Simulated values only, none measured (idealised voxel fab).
process module | voxel air gaps
cross-section cut | 240 nm wide | cells 5 nm
A cross-section is a grid of square cells, given in bands from the top down. A band is one or more rows of cells.
Each band's line starts with the height of the band's top and of its bottom, in nm. Then come its materials from left to right, each with its width in nm. One material with "throughout" fills the band from edge to edge. "air" is empty space.
Height 0 is the level under which the wafer as received is all one material. The lowest band goes on downwards, as in "0 down".
A width such as "30 to 40" changes by the same amount from each row of cells to the next, from the band's top row to its bottom row.
"no change" after a step means that no cell of the cross-section changed.
closed voids: empty space of 8 cells or more with no open way to the top, each as width x height at its distance from the left edge, in nm
after a step's settings: what the simulator itself notes on the step
overlay nm, on a step with a mask: how far to the right of its planned place the mask lay; to the left if negative
plan
1 op RECEIVE | material Si
2 op CONFORMAL_DEP | material SiO2 | thk nm 15
3 op CONFORMAL_DEP | material SiCN | thk nm 5
4 op DIRECTIONAL_DEP | material lowk | thk nm 30
5 op PATTERN | tone open | mask id LINES | material resist | width nm 15 | pitch nm 45 | thk nm 20 | overlay nm 0
6 op DIRECTIONAL_ETCH | etch materials lowk | depth nm 30
7 op STRIP | etch materials resist
8 op CONFORMAL_DEP | material TiN | thk nm 5
9 op FILL_DEP | material Cu | thk nm 10
10 op CMP | height nm 50
11 op EPI | material Ru | thk nm 10
12 op SELECTIVE_ETCH | etch materials lowk | depth nm 40
13 op CONFORMAL_DEP | material SiCN | thk nm 5
as received, after step 1
  0 down: Si throughout
  closed voids: none
a wafer at the end: this start, this plan, one mistake
  65 to 60: air 50 | SiCN 140 | air 50
  60 to 50: air 50 | SiCN 5 | Ru 40 | SiCN 5 | Ru 40 | SiCN 5 | Ru 40 | SiCN 5 | air 50
  50 to 45: air 50 | SiCN 15 | TiN 5 | Cu 10 | TiN 5 | SiCN 25 | TiN 5 | Cu 10 | TiN 5 | SiCN 25 | TiN 5 | Cu 10 | TiN 5 | SiCN 15 | air 50
  45 to 25: air 60 | SiCN 5 | TiN 5 | Cu 10 | TiN 5 | SiCN 5 | air 15 | SiCN 5 | TiN 5 | Cu 10 | TiN 5 | SiCN 5 | air 15 | SiCN 5 | TiN 5 | Cu 10 | TiN 5 | SiCN 5 | air 60
  25 to 20: SiCN 65 | TiN 20 | SiCN 25 | TiN 20 | SiCN 25 | TiN 20 | SiCN 65
  20 to 15: SiCN throughout
  15 to 0: SiO2 throughout
  0 down: Si throughout
  closed voids: 15 x 20 at 90; 15 x 20 at 135
what went wrong: step 5 ran as: op PATTERN | tone open | mask id LINES | material resist | width nm 20 | pitch nm 45 | thk nm 20 | overlay nm 0
